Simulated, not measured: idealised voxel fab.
The process module presented herein is designated voxel ribs on slabs.
Each square cell in cross-section cut measures 5 nm, and the section as a whole is 145 nm wide.
Heads up, the way a cross-section reads in here is a grid of square cells, handed over as bands from the top down, with every band being one or more rows of cells.
Top, bottom (nm), then materials left to right with widths (nm); lone material tagged "all across" fills the whole band edge to edge; "empty" = empty space.
We count height from 0. Below that, the starting wafer is all one material. The lowest band never ends at the bottom but goes on down; see "top 0, no bottom" for how that is written.
A two-number width, for instance "30->40", indicates that the width is equal to the first number in the top row of the band and to the second number in the bottom row, and that it changes by a constant amount per row of cells.
"no modification" means the step left every cell of the cross-section as it was.
"Catalogued sealed voids": empty spaces of 8 cells or more with no open way to the top, each given as width x height at distance, distance from the left edge, all in nm.
Note: text after step settings on the step line = simulator remark on that step.
"overlay nm" denotes, for a step that has a mask, the displacement of the mask to the right of its planned place, with negative values corresponding to the left.
These are the steps we planned for the process:
1. RECEIVE, material Si
2. DIRECTIONAL_DEP, material SiO2, thk nm 20
3. DIRECTIONAL_DEP, material polySi, thk nm 20
4. DIRECTIONAL_DEP, material aC, thk nm 15
5. PATTERN, tone cover, mask id RIB, material resist, width nm 15, thk nm 35, overlay nm 0
6. DIRECTIONAL_ETCH, etch materials aC, depth nm 15
7. STRIP, etch materials resist
8. DIRECTIONAL_ETCH, etch materials polySi, depth nm 15
9. STRIP, etch materials aC
10. PATTERN, tone cover, mask id SLAB, material resist, width nm 65, thk nm 20, overlay nm 0
11. DIRECTIONAL_ETCH, etch materials polySi, depth nm 5
12. STRIP, etch materials resist
13. FILL_DEP, material SiO2, thk nm 20
14. CMP, height nm 50
15. DIRECTIONAL_DEP, material W, thk nm 5
16. MASKED_ETCH, tone cover, mask id HEATER, width nm 25, etch materials W, depth nm 5, overlay nm 0
17. CONFORMAL_DEP, material SiN, thk nm 5
The first of two wafers, run as planned:
Wafer at receipt (post step 1), cross-section:
- top 0, no bottom  Si all across
- Catalogued sealed voids: none
Step 2 complete: cross-section through the wafer:
- top 20, bottom 0  SiO2 all across
- Below 0, the layers are the same as they were.
Step 3 complete: cross-section through the wafer:
- top 40, bottom 20  polySi all across
- Below 20, the layers are the same as they were.
Step 4 complete: cross-section through the wafer:
- top 55, bottom 40  aC all across
- Below 40, the layers are the same as they were.
Step 5 complete: cross-section through the wafer:
- top 90, bottom 55  65 nm empty; 15 nm resist; 65 nm empty
- Below 55, the layers are the same as they were.
Step 6 complete: cross-section through the wafer:
- top 75, bottom 55  65 nm empty; 15 nm resist; 65 nm empty
- top 55, bottom 40  65 nm empty; 15 nm aC; 65 nm empty
- Below 40, the layers are the same as they were.
Step 7 complete: cross-section through the wafer:
- top 55, bottom 40  65 nm empty; 15 nm aC; 65 nm empty
- Below 40, the layers are the same as they were.
Step 8 complete: cross-section through the wafer:
- top 55, bottom 40  65 nm empty; 15 nm aC; 65 nm empty
- top 40, bottom 25  65 nm empty; 15 nm polySi; 65 nm empty
- Below 25, the layers are the same as they were.
Step 9 complete: cross-section through the wafer:
- top 40, bottom 25  65 nm empty; 15 nm polySi; 65 nm empty
- Below 25, the layers are the same as they were.
Step 10 complete: cross-section through the wafer:
- top 60, bottom 40  40 nm empty; 65 nm resist; 40 nm empty
- top 40, bottom 25  40 nm empty; 25 nm resist; 15 nm polySi; 25 nm resist; 40 nm empty
- Below 25, the layers are the same as they were.
Step 11 complete: cross-section through the wafer:
- top 60, bottom 40  40 nm empty; 65 nm resist; 40 nm empty
- top 40, bottom 25  40 nm empty; 25 nm resist; 15 nm polySi; 25 nm resist; 40 nm empty
- top 25, bottom 20  40 nm empty; 65 nm polySi; 40 nm empty
- Below 20, the layers are the same as they were.
Step 12 complete: cross-section through the wafer:
- top 40, bottom 25  65 nm empty; 15 nm polySi; 65 nm empty
- Below 25, the layers are the same as they were.
Step 13 complete: cross-section through the wafer:
- top 60, bottom 40  SiO2 all across
- top 40, bottom 25  65 nm SiO2; 15 nm polySi; 65 nm SiO2
- top 25, bottom 20  40 nm SiO2; 65 nm polySi; 40 nm SiO2
- Below 20, the layers are the same as they were.
Step 14 complete: cross-section through the wafer:
- top 50, bottom 40  SiO2 all across
- Below 40, the layers are the same as they were.
Step 15 complete: cross-section through the wafer:
- top 55, bottom 50  W all across
- Below 50, the layers are the same as they were.
Step 16 complete: cross-section through the wafer:
- top 55, bottom 50  60 nm empty; 25 nm W; 60 nm empty
- Below 50, the layers are the same as they were.
Step 17 complete: cross-section through the wafer:
- top 60, bottom 55  55 nm empty; 35 nm SiN; 55 nm empty
- top 55, bottom 50  60 nm SiN; 25 nm W; 60 nm SiN
- Below 50, the layers are the same as they were.
Second wafer: like start, like plan, one mistake. Through step 16 it matches the first wafer:
Second wafer, cut view, end of step 17 per plan: no modification
Processing error: step 17 of the plan was excluded from execution and never run
Final comparison by cell count, materials where the second wafer has more or fewer than the first: SiN -31
